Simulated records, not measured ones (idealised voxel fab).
process module | voxel self aligned vias
cross-section cut | 230 nm wide | cells 5 nm
A cross-section is a grid of square cells, given in bands from the top down. A band is one or more rows of cells.
Each band's line starts with the height of the band's top and of its bottom, in nm. Then come its materials from left to right, each with its width in nm. One material with "throughout" fills the band from edge to edge. "air" is empty space.
Height 0 is the level under which the wafer as received is all one material. The lowest band goes on downwards, as in "0 down".
A width such as "30 to 40" changes by the same amount from each row of cells to the next, from the band's top row to its bottom row.
"no change" after a step means that no cell of the cross-section changed.
closed voids: empty space of 8 cells or more with no open way to the top, each as width x height at its distance from the left edge, in nm
after a step's settings: what the simulator itself notes on the step
overlay nm, on a step with a mask: how far to the right of its planned place the mask lay; to the left if negative
plan
1 op RECEIVE | material Si
2 op CONFORMAL_DEP | material SiO2 | thk nm 10
3 op CONFORMAL_DEP | material SiCN | thk nm 5
4 op DIRECTIONAL_DEP | material SiO2 | thk nm 25
5 op PATTERN | tone open | mask id LINES | material resist | width nm 20 | pitch nm 55 | thk nm 20 | overlay nm 0
6 op DIRECTIONAL_ETCH | etch materials SiO2 | depth nm 25
7 op STRIP | etch materials resist
8 op CONFORMAL_DEP | material TiN | thk nm 5
9 op FILL_DEP | material W | thk nm 5
10 op CMP | height nm 40
11 op SELECTIVE_ETCH | etch materials W Ru TiN | depth nm 10
12 op FILL_DEP | material SiN | thk nm 10
13 op CMP | height nm 40
14 op DIRECTIONAL_DEP | material SiO2 | thk nm 20
15 op DIRECTIONAL_DEP | material aC | thk nm 15
16 op PATTERN | tone open | mask id VIAS | material resist | width nm 40 | pitch nm 55 | thk nm 30 | overlay nm 0
17 op DIRECTIONAL_ETCH | etch materials aC | depth nm 15
18 op STRIP | etch materials resist
19 op DIRECTIONAL_ETCH | etch materials SiO2 | depth nm 20
20 op DIRECTIONAL_ETCH | etch materials SiN | depth nm 10
21 op STRIP | etch materials aC
22 op CONFORMAL_DEP | material TiN | thk nm 5
23 op FILL_DEP | material Ru | thk nm 5
24 op CMP | height nm 60
25 op CONFORMAL_DEP | material SiCN | thk nm 5
first wafer, as planned
as received, after step 1
  0 down: Si throughout
  closed voids: none
after step 2
  10 to 0: SiO2 throughout
  below 0: unchanged
after step 3
  15 to 10: SiCN throughout
  below 10: unchanged
after step 4
  40 to 15: SiO2 throughout
  below 15: unchanged
after step 5
  60 to 40: resist 75 | air 20 | resist 35 | air 20 | resist 80
  below 40: unchanged
after step 6
  60 to 40: resist 75 | air 20 | resist 35 | air 20 | resist 80
  40 to 15: SiO2 75 | air 20 | SiO2 35 | air 20 | SiO2 80
  below 15: unchanged
after step 7
  40 to 15: SiO2 75 | air 20 | SiO2 35 | air 20 | SiO2 80
  below 15: unchanged
after step 8
  45 to 40: TiN 80 | air 10 | TiN 45 | air 10 | TiN 85
  40 to 20: SiO2 75 | TiN 5 | air 10 | TiN 5 | SiO2 35 | TiN 5 | air 10 | TiN 5 | SiO2 80
  20 to 15: SiO2 75 | TiN 20 | SiO2 35 | TiN 20 | SiO2 80
  below 15: unchanged
after step 9
  50 to 45: W throughout
  45 to 40: TiN 80 | W 10 | TiN 45 | W 10 | TiN 85
  40 to 20: SiO2 75 | TiN 5 | W 10 | TiN 5 | SiO2 35 | TiN 5 | W 10 | TiN 5 | SiO2 80
  below 20: unchanged
after step 10
  40 to 20: SiO2 75 | TiN 5 | W 10 | TiN 5 | SiO2 35 | TiN 5 | W 10 | TiN 5 | SiO2 80
  below 20: unchanged
after step 11
  40 to 30: SiO2 75 | air 20 | SiO2 35 | air 20 | SiO2 80
  below 30: unchanged
after step 12
  50 to 40: SiN throughout
  40 to 30: SiO2 75 | SiN 20 | SiO2 35 | SiN 20 | SiO2 80
  below 30: unchanged
after step 13
  40 to 30: SiO2 75 | SiN 20 | SiO2 35 | SiN 20 | SiO2 80
  below 30: unchanged
after step 14
  60 to 40: SiO2 throughout
  below 40: unchanged
after step 15
  75 to 60: aC throughout
  below 60: unchanged
after step 16
  105 to 75: resist 65 | air 40 | resist 15 | air 40 | resist 70
  below 75: unchanged
after step 17
  90 to 75: resist 65 | air 40 | resist 15 | air 40 | resist 70
  75 to 60: aC 65 | air 40 | aC 15 | air 40 | aC 70
  below 60: unchanged
after step 18
  75 to 60: aC 65 | air 40 | aC 15 | air 40 | aC 70
  below 60: unchanged
after step 19
  75 to 60: aC 65 | air 40 | aC 15 | air 40 | aC 70
  60 to 40: SiO2 65 | air 40 | SiO2 15 | air 40 | SiO2 70
  below 40: unchanged
after step 20
  75 to 60: aC 65 | air 40 | aC 15 | air 40 | aC 70
  60 to 40: SiO2 65 | air 40 | SiO2 15 | air 40 | SiO2 70
  40 to 30: SiO2 75 | air 20 | SiO2 35 | air 20 | SiO2 80
  below 30: unchanged
after step 21
  60 to 40: SiO2 65 | air 40 | SiO2 15 | air 40 | SiO2 70
  below 40: unchanged
after step 22
  65 to 60: TiN 70 | air 30 | TiN 25 | air 30 | TiN 75
  60 to 45: SiO2 65 | TiN 5 | air 30 | TiN 5 | SiO2 15 | TiN 5 | air 30 | TiN 5 | SiO2 70
  45 to 35: SiO2 65 to 75 | TiN 15 to 5 | air 10 | TiN 15 to 5 | SiO2 15 to 35 | TiN 15 to 5 | air 10 | TiN 15 to 5 | SiO2 70 to 80
  35 to 30: SiO2 75 | TiN 20 | SiO2 35 | TiN 20 | SiO2 80
  below 30: unchanged
after step 23
  70 to 65: Ru throughout
  65 to 60: TiN 70 | Ru 30 | TiN 25 | Ru 30 | TiN 75
  60 to 45: SiO2 65 | TiN 5 | Ru 30 | TiN 5 | SiO2 15 | TiN 5 | Ru 30 | TiN 5 | SiO2 70
  45 to 35: SiO2 65 to 75 | TiN 15 to 5 | Ru 10 | TiN 15 to 5 | SiO2 15 to 35 | TiN 15 to 5 | Ru 10 | TiN 15 to 5 | SiO2 70 to 80
  below 35: unchanged
after step 24
  60 to 45: SiO2 65 | TiN 5 | Ru 30 | TiN 5 | SiO2 15 | TiN 5 | Ru 30 | TiN 5 | SiO2 70
  below 45: unchanged
after step 25
  65 to 60: SiCN throughout
  below 60: unchanged
second wafer: like start, like plan, one mistake. Through step 22 it matches the first wafer
when step 23 should have ended
  70 to 65: SiN throughout
  65 to 60: TiN 70 | SiN 30 | TiN 25 | SiN 30 | TiN 75
  60 to 45: SiO2 65 | TiN 5 | SiN 30 | TiN 5 | SiO2 15 | TiN 5 | SiN 30 | TiN 5 | SiO2 70
  45 to 35: SiO2 65 to 75 | TiN 15 to 5 | SiN 10 | TiN 15 to 5 | SiO2 15 to 35 | TiN 15 to 5 | SiN 10 | TiN 15 to 5 | SiO2 70 to 80
  below 35: unchanged
when step 24 should have ended
  60 to 45: SiO2 65 | TiN 5 | SiN 30 | TiN 5 | SiO2 15 | TiN 5 | SiN 30 | TiN 5 | SiO2 70
  below 45: unchanged
when step 25 should have ended
  65 to 60: SiCN throughout
  below 60: unchanged
what went wrong: step 23 ran as: op FILL_DEP | material SiN | thk nm 5
at the end the second wafer has, in cells: 44 fewer of Ru | 44 more of SiN
